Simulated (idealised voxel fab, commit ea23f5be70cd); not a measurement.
Proc. module: voxel transistor to metal
The cross-section shown here is cut; it is 280 nm wide and divided into square cells measuring 5 nm on a side.
Cross-section layout: square cells on a grid; listed as bands, top to bottom; a band spans one or more cell rows.
It is stipulated that each band's entry specify, in nanometres, the height of the top of the band and then that of its bottom, followed by the materials of the band in left-to-right sequence, each together with its width in nanometres. A single material marked by the word "throughout" is understood to fill the band from edge to edge; the word "blank" is understood to denote empty space.
A quick word on heights: they are counted from 0, and under that level the wafer as it came to us is one material throughout. The lowest band is different from the rest in having no bottom; it simply continues downward, written as in "0 down".
The two numbers in a width such as "30 to 40" mark its ends across the band: the first belongs to the top row of cells, the second to the bottom row, and from each row to the next the width moves by the same amount.
It should be understood that the words "everything unchanged", when stated for a given step, signify that the cross-section underwent no change in any of its cells during that step.
Enclosed voids (no open way to top), threshold 8 cells or more, entry "Closed internal cavities", notation width x height at distance, distance from left edge, nm.
On each step's line, the part that comes after the settings is the simulator's own comment on the step.
A step's line can hold "overlay nm"; with a mask on that step, the setting says how far right of the planned place the mask lay, while a negative setting says it lay to the left.
Process steps (planned):
1. RECEIVE: material Si
2. OXIDIZE: depth nm 5
3. CONFORMAL_DEP: material SiN, thk nm 15
4. MASKED_ETCH: tone cover, mask id ACTIVE, width nm 100, pitch nm 130, etch materials SiN, depth nm 15, overlay nm 0
5. MASKED_ETCH: tone cover, mask id ACTIVE, width nm 100, pitch nm 130, etch materials SiO2, depth nm 5, overlay nm 0
6. MASKED_ETCH: tone cover, mask id ACTIVE, width nm 100, pitch nm 130, etch materials Si, depth nm 25, overlay nm 0
7. OXIDIZE: depth nm 5
8. FILL_DEP: material SiO2, thk nm 5
9. CMP: height nm 15
10. SELECTIVE_ETCH: etch materials SiO2, depth nm 15
11. STRIP: etch materials SiN
12. SELECTIVE_ETCH: etch materials SiO2, depth nm 5
13. OXIDIZE: depth nm 5
14. DIRECTIONAL_DEP: material polySi, thk nm 20
15. DIRECTIONAL_DEP: material SiCN, thk nm 10
16. MASKED_ETCH: tone cover, mask id GATE, width nm 20, pitch nm 130, etch materials SiCN, depth nm 20, overlay nm 0
17. MASKED_ETCH: tone cover, mask id GATE, width nm 20, pitch nm 130, etch materials polySi, depth nm 30, overlay nm 0
18. CONFORMAL_DEP: material SiN, thk nm 5
19. DIRECTIONAL_ETCH: etch materials SiN, depth nm 5
20. DIRECTIONAL_ETCH: etch materials SiO2, depth nm 5
21. EPI: material pSi, thk nm 5
22. FILL_DEP: material SiO2, thk nm 10
23. CMP: height nm 25
24. DIRECTIONAL_DEP: material SiO2, thk nm 10
25. DIRECTIONAL_DEP: material aC, thk nm 15
26. PATTERN: tone open, mask id CONTACT, material resist, width nm 30, thk nm 30, overlay nm 0
27. DIRECTIONAL_ETCH: etch materials aC, depth nm 15
28. STRIP: etch materials resist
29. DIRECTIONAL_ETCH: etch materials SiO2, depth nm 40
30. STRIP: etch materials aC
31. CONFORMAL_DEP: material TiN, thk nm 5
32. FILL_DEP: material W, thk nm 10
33. CMP: height nm 35
34. CONFORMAL_DEP: material SiN, thk nm 5
35. DIRECTIONAL_DEP: material SiO2, thk nm 15
36. DIRECTIONAL_DEP: material aC, thk nm 10
37. PATTERN: tone open, mask id METAL_1, material resist, width nm 15, thk nm 30, overlay nm 0
38. DIRECTIONAL_ETCH: etch materials aC, depth nm 10
39. STRIP: etch materials resist
40. DIRECTIONAL_ETCH: etch materials SiO2, depth nm 15
41. DIRECTIONAL_ETCH: etch materials SiN, depth nm 5
42. STRIP: etch materials aC
43. CONFORMAL_DEP: material TiN, thk nm 5
44. FILL_DEP: material Cu, thk nm 10
45. CMP: height nm 55
46. CONFORMAL_DEP: material SiN, thk nm 5
Here's what the wafer looked like in cross-section when it arrived - that's after step 1:
  0 down  Si throughout
  Closed internal cavities: none
Cross-sectional image of the first of two wafers at the end of the module, the run having proceeded as planned:
  60 to 55  SiN throughout
  55 to 40  SiO2 30 nm  TiN 5 nm  Cu 5 nm  TiN 5 nm  SiO2 60 nm  TiN 5 nm  Cu 5 nm  TiN 5 nm  SiO2 40 nm  TiN 5 nm  Cu 5 nm  TiN 5 nm  SiO2 60 nm  TiN 5 nm  Cu 5 nm  TiN 5 nm  SiO2 30 nm
  40 to 35  SiN 30 nm  TiN 15 nm  SiN 60 nm  TiN 15 nm  SiN 40 nm  TiN 15 nm  SiN 60 nm  TiN 15 nm  SiN 30 nm
  35 to 25  SiO2 30 nm  TiN 5 nm  W 20 nm  TiN 5 nm  SiO2 30 nm  TiN 5 nm  W 20 nm  TiN 5 nm  SiO2 40 nm  TiN 5 nm  W 20 nm  TiN 5 nm  SiO2 30 nm  TiN 5 nm  W 20 nm  TiN 5 nm  SiO2 30 nm
  25 to 15  SiO2 30 nm  TiN 5 nm  W 20 nm  TiN 5 nm  SiN 5 nm  SiCN 20 nm  SiN 5 nm  TiN 5 nm  W 20 nm  TiN 5 nm  SiO2 40 nm  TiN 5 nm  W 20 nm  TiN 5 nm  SiN 5 nm  SiCN 20 nm  SiN 5 nm  TiN 5 nm  W 20 nm  TiN 5 nm  SiO2 30 nm
  15 to 0  SiO2 30 nm  TiN 5 nm  W 20 nm  TiN 5 nm  SiN 5 nm  polySi 20 nm  SiN 5 nm  TiN 5 nm  W 20 nm  TiN 5 nm  SiO2 40 nm  TiN 5 nm  W 20 nm  TiN 5 nm  SiN 5 nm  polySi 20 nm  SiN 5 nm  TiN 5 nm  W 20 nm  TiN 5 nm  SiO2 30 nm
  0 to -5  SiO2 30 nm  TiN 30 nm  SiN 5 nm  polySi 20 nm  SiN 5 nm  TiN 30 nm  SiO2 40 nm  TiN 30 nm  SiN 5 nm  polySi 20 nm  SiN 5 nm  TiN 30 nm  SiO2 30 nm
  -5 to -10  SiO2 25 nm  pSi 35 nm  SiO2 30 nm  pSi 35 nm  SiO2 30 nm  pSi 35 nm  SiO2 30 nm  pSi 35 nm  SiO2 25 nm
  -10 to -35  SiO2 30 nm  Si 90 nm  SiO2 40 nm  Si 90 nm  SiO2 30 nm
  -35 down  Si throughout
  Closed internal cavities: none
Presented here is a cross-section of the second of the two wafers as it stood at the end of the module. It was started in the same manner and assigned the same plan as the first wafer; however, one mistake was made in its execution:
  60 to 55  SiN throughout
  55 to 40  SiO2 30 nm  TiN 5 nm  Cu 5 nm  TiN 5 nm  SiO2 60 nm  TiN 5 nm  Cu 5 nm  TiN 5 nm  SiO2 40 nm  TiN 5 nm  Cu 5 nm  TiN 5 nm  SiO2 60 nm  TiN 5 nm  Cu 5 nm  TiN 5 nm  SiO2 30 nm
  40 to 35  SiN 30 nm  TiN 15 nm  SiN 60 nm  TiN 15 nm  SiN 40 nm  TiN 15 nm  SiN 60 nm  TiN 15 nm  SiN 30 nm
  35 to 25  Cu throughout
  25 to 15  SiO2 60 nm  SiN 5 nm  SiCN 20 nm  SiN 5 nm  SiO2 100 nm  SiN 5 nm  SiCN 20 nm  SiN 5 nm  SiO2 60 nm
  15 to -5  SiO2 60 nm  SiN 5 nm  polySi 20 nm  SiN 5 nm  SiO2 100 nm  SiN 5 nm  polySi 20 nm  SiN 5 nm  SiO2 60 nm
  -5 to -10  SiO2 25 nm  pSi 35 nm  SiO2 30 nm  pSi 35 nm  SiO2 30 nm  pSi 35 nm  SiO2 30 nm  pSi 35 nm  SiO2 25 nm
  -10 to -35  SiO2 30 nm  Si 90 nm  SiO2 40 nm  Si 90 nm  SiO2 30 nm
  -35 down  Si throughout
  Closed internal cavities: none
Diagnosis: step 24 was run on a setting that differed from the plan, and what really ran there is DIRECTIONAL_DEP: material Cu, thk nm 10
The second wafer ends with more or fewer cells of some materials than the first, per final count: Cu +112 | SiO2 +80 | TiN -80 | W -112
